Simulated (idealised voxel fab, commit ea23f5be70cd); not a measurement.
process module | voxel wiring stack
cross-section cut | 225 nm wide | cells 5 nm
A cross-section is a grid of square cells, given in bands from the top down. A band is one or more rows of cells.
Each band's line starts with the height of the band's top and of its bottom, in nm. Then come its materials from left to right, each with its width in nm. One material with "throughout" fills the band from edge to edge. "air" is empty space.
Height 0 is the level under which the wafer as received is all one material. The lowest band goes on downwards, as in "0 down".
A width such as "30 to 40" changes by the same amount from each row of cells to the next, from the band's top row to its bottom row.
"no change" after a step means that no cell of the cross-section changed.
closed voids: empty space of 8 cells or more with no open way to the top, each as width x height at its distance from the left edge, in nm
after a step's settings: what the simulator itself notes on the step
overlay nm, on a step with a mask: how far to the right of its planned place the mask lay; to the left if negative
plan
1 op RECEIVE | material Si
2 op CONFORMAL_DEP | material SiO2 | thk nm 10
3 op CONFORMAL_DEP | material SiCN | thk nm 5
4 op DIRECTIONAL_DEP | material SiO2 | thk nm 25
5 op MASKED_ETCH | tone open | mask id METAL_1 | width nm 25 | pitch nm 45 | etch materials SiO2 | depth nm 25 | overlay nm 0
6 op MASKED_ETCH | tone open | mask id METAL_1 | width nm 25 | pitch nm 45 | etch materials SiCN | depth nm 5 | overlay nm 0
7 op CONFORMAL_DEP | material TiN | thk nm 5
8 op FILL_DEP | material Ru | thk nm 5
9 op CMP | height nm 40
10 op CONFORMAL_DEP | material SiCN | thk nm 5
11 op DIRECTIONAL_DEP | material lowk | thk nm 30
12 op PATTERN | tone open | mask id METAL_2_HOLES | material resist | width nm 15 | thk nm 20 | overlay nm 0
13 op DIRECTIONAL_ETCH | etch materials lowk | depth nm 30
14 op STRIP | etch materials resist
15 op PATTERN | tone open | mask id METAL_2 | material resist | width nm 25 | pitch nm 45 | thk nm 15 | overlay nm 0
16 op DIRECTIONAL_ETCH | etch materials lowk | depth nm 15
17 op DIRECTIONAL_ETCH | etch materials SiCN | depth nm 5
18 op STRIP | etch materials resist
19 op CONFORMAL_DEP | material TiN | thk nm 5
20 op FILL_DEP | material Cu | thk nm 5
21 op CMP | height nm 75
22 op CONFORMAL_DEP | material SiCN | thk nm 5
23 op DIRECTIONAL_DEP | material SiO2 | thk nm 20
24 op PATTERN | tone open | mask id PLUG_2 | material resist | width nm 15 | pitch nm 45 | thk nm 20 | overlay nm 0
25 op DIRECTIONAL_ETCH | etch materials SiO2 | depth nm 20
26 op DIRECTIONAL_ETCH | etch materials SiCN | depth nm 5
27 op STRIP | etch materials resist
28 op EPI | material Ru | thk nm 10
29 op EPI | material Ru | thk nm 10
30 op EPI | material Ru | thk nm 5
31 op DIRECTIONAL_DEP | material TiN | thk nm 5
32 op DIRECTIONAL_DEP | material Ru | thk nm 20
33 op DIRECTIONAL_DEP | material aC | thk nm 15
34 op PATTERN | tone cover | mask id METAL_3 | material resist | width nm 25 | pitch nm 45 | thk nm 30 | overlay nm 0
35 op DIRECTIONAL_ETCH | etch materials aC | depth nm 15
36 op STRIP | etch materials resist
37 op DIRECTIONAL_ETCH | etch materials Ru | depth nm 20
38 op DIRECTIONAL_ETCH | etch materials TiN | depth nm 5
39 op STRIP | etch materials aC
40 op FILL_DEP | material SiO2 | thk nm 10
41 op CMP | height nm 125
42 op CONFORMAL_DEP | material SiCN | thk nm 5
as received, after step 1
  0 down: Si throughout
  closed voids: none
a wafer at the end: this start, this plan, one mistake
  130 to 125: SiCN throughout
  125 to 115: SiO2 90 | Ru 10 | SiO2 35 | Ru 10 | SiO2 80
  115 to 105: SiO2 75 | Ru 25 | SiO2 20 | Ru 25 | SiO2 80
  105 to 100: SiO2 75 | Ru 15 | TiN 10 | SiO2 20 | Ru 15 | TiN 10 | SiO2 80
  100 to 95: SiO2 75 | Ru 15 | SiO2 30 | Ru 15 | SiO2 90
  95 to 90: SiO2 75 | TiN 15 | SiO2 30 | TiN 15 | SiO2 90
  90 to 80: SiO2 75 | Ru 15 | SiO2 30 | Ru 15 | SiO2 90
  80 to 75: SiCN 75 | Ru 15 | SiCN 30 | Ru 15 | SiCN 90
  75 to 65: lowk 75 | TiN 5 | Cu 15 | TiN 5 | lowk 20 | TiN 5 | Cu 15 | TiN 5 | lowk 80
  65 to 60: lowk 75 | TiN 5 | Cu 5 | TiN 15 | lowk 20 | TiN 25 | lowk 80
  60 to 45: lowk 75 | TiN 5 | Cu 5 | TiN 5 | lowk 135
  45 to 40: SiCN 75 | TiN 15 | SiCN 135
  40 to 15: SiO2 75 | TiN 5 | Ru 15 | TiN 5 | SiO2 20 | TiN 5 | Ru 15 | TiN 5 | SiO2 80
  15 to 10: SiCN 75 | TiN 25 | SiCN 20 | TiN 25 | SiCN 80
  10 to 0: SiO2 throughout
  0 down: Si throughout
  closed voids: none
what went wrong: one of the steps 28 and 29, which are alike, was left out
